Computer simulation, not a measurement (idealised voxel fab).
process module | voxel capacitor over wiring
cross-section cut | 185 nm wide | cells 5 nm
A cross-section is a grid of square cells, given in bands from the top down. A band is one or more rows of cells.
Each band's line starts with the height of the band's top and of its bottom, in nm. Then come its materials from left to right, each with its width in nm. One material with "throughout" fills the band from edge to edge. "air" is empty space.
Height 0 is the level under which the wafer as received is all one material. The lowest band goes on downwards, as in "0 down".
A width such as "30 to 40" changes by the same amount from each row of cells to the next, from the band's top row to its bottom row.
"no change" after a step means that no cell of the cross-section changed.
closed voids: empty space of 8 cells or more with no open way to the top, each as width x height at its distance from the left edge, in nm
after a step's settings: what the simulator itself notes on the step
overlay nm, on a step with a mask: how far to the right of its planned place the mask lay; to the left if negative
plan
1 op RECEIVE | material Si
2 op CONFORMAL_DEP | material SiO2 | thk nm 10
3 op DIRECTIONAL_DEP | material TiN | thk nm 5
4 op DIRECTIONAL_DEP | material Ru | thk nm 15
5 op PATTERN | tone cover | mask id METAL_1 | material resist | width nm 20 | pitch nm 80 | thk nm 15 | overlay nm 0
6 op DIRECTIONAL_ETCH | etch materials Ru | depth nm 15
7 op DIRECTIONAL_ETCH | etch materials TiN | depth nm 5
8 op STRIP | etch materials resist
9 op FILL_DEP | material lowk | thk nm 10
10 op CMP | height nm 30
11 op CONFORMAL_DEP | material SiCN | thk nm 5
12 op DIRECTIONAL_DEP | material SiO2 | thk nm 10
13 op DIRECTIONAL_DEP | material aC | thk nm 10
14 op PATTERN | tone open | mask id PLUG_1 | material resist | width nm 15 | thk nm 30 | overlay nm 0
15 op DIRECTIONAL_ETCH | etch materials aC | depth nm 10
16 op STRIP | etch materials resist
17 op DIRECTIONAL_ETCH | etch materials SiO2 | depth nm 10
18 op DIRECTIONAL_ETCH | etch materials SiCN | depth nm 5
19 op STRIP | etch materials aC
20 op EPI | material Ru | thk nm 10
21 op EPI | material Ru | thk nm 5
22 op DIRECTIONAL_DEP | material TiN | thk nm 5
23 op DIRECTIONAL_DEP | material SiN | thk nm 5
24 op DIRECTIONAL_DEP | material TiN | thk nm 10
25 op DIRECTIONAL_DEP | material aC | thk nm 15
26 op PATTERN | tone cover | mask id UPPER_PLATE | material resist | width nm 65 | thk nm 30 | overlay nm 0
27 op DIRECTIONAL_ETCH | etch materials aC | depth nm 15
28 op STRIP | etch materials resist
29 op DIRECTIONAL_ETCH | etch materials TiN | depth nm 10
30 op DIRECTIONAL_ETCH | etch materials SiN | depth nm 5
31 op STRIP | etch materials aC
32 op PATTERN | tone cover | mask id LOWER_PLATE | material resist | width nm 75 | thk nm 15 | overlay nm 0
33 op DIRECTIONAL_ETCH | etch materials TiN | depth nm 5
34 op STRIP | etch materials resist
35 op FILL_DEP | material SiO2 | thk nm 20
36 op CMP | height nm 80
37 op PATTERN | tone open | mask id PLUG_2 | material resist | width nm 15 | thk nm 15 | overlay nm 0
38 op DIRECTIONAL_ETCH | etch materials SiO2 | depth nm 15
39 op STRIP | etch materials resist
40 op CONFORMAL_DEP | material TiN | thk nm 5
41 op FILL_DEP | material W | thk nm 5
42 op CMP | height nm 80
43 op CONFORMAL_DEP | material SiN | thk nm 5
as received, after step 1
  0 down: Si throughout
  closed voids: none
first wafer at the end, as planned
  85 to 80: SiN throughout
  80 to 70: SiO2 55 | TiN 5 | W 5 | TiN 5 | SiO2 115
  70 to 65: SiO2 55 | TiN 15 | SiO2 115
  65 to 55: SiO2 45 | TiN 65 | SiO2 75
  55 to 50: SiO2 45 | SiN 65 | SiO2 75
  50 to 45: SiO2 40 | TiN 75 | SiO2 70
  45 to 35: SiO2 45 | Ru 15 | SiO2 125
  35 to 30: SiCN 45 | Ru 15 | SiCN 125
  30 to 15: lowk 40 | Ru 20 | lowk 60 | Ru 20 | lowk 45
  15 to 10: lowk 40 | TiN 20 | lowk 60 | TiN 20 | lowk 45
  10 to 0: SiO2 throughout
  0 down: Si throughout
  closed voids: none
second wafer at the end: like start, like plan, one mistake
  85 to 80: SiN throughout
  80 to 70: SiO2 55 | TiN 5 | W 5 | TiN 5 | SiO2 115
  70 to 60: SiO2 55 to 60 | TiN 15 to 50 | SiO2 115 to 75
  60 to 55: SiO2 45 | TiN 65 | SiO2 75
  55 to 50: SiO2 45 | TiN 15 | SiN 50 | SiO2 75
  50 to 45: SiO2 40 | TiN 5 | SiN 15 | TiN 55 | SiO2 70
  45 to 40: SiCN 45 | TiN 15 | SiCN 125
  40 to 30: SiO2 throughout
  30 to 15: lowk 40 | Ru 20 | lowk 60 | Ru 20 | lowk 45
  15 to 10: lowk 40 | TiN 20 | lowk 60 | TiN 20 | lowk 45
  10 to 0: SiO2 throughout
  0 down: Si throughout
  closed voids: none
what went wrong: steps 11 and 12 were swapped
at the end the second wafer has, in cells: 9 fewer of Ru | 9 more of SiO2
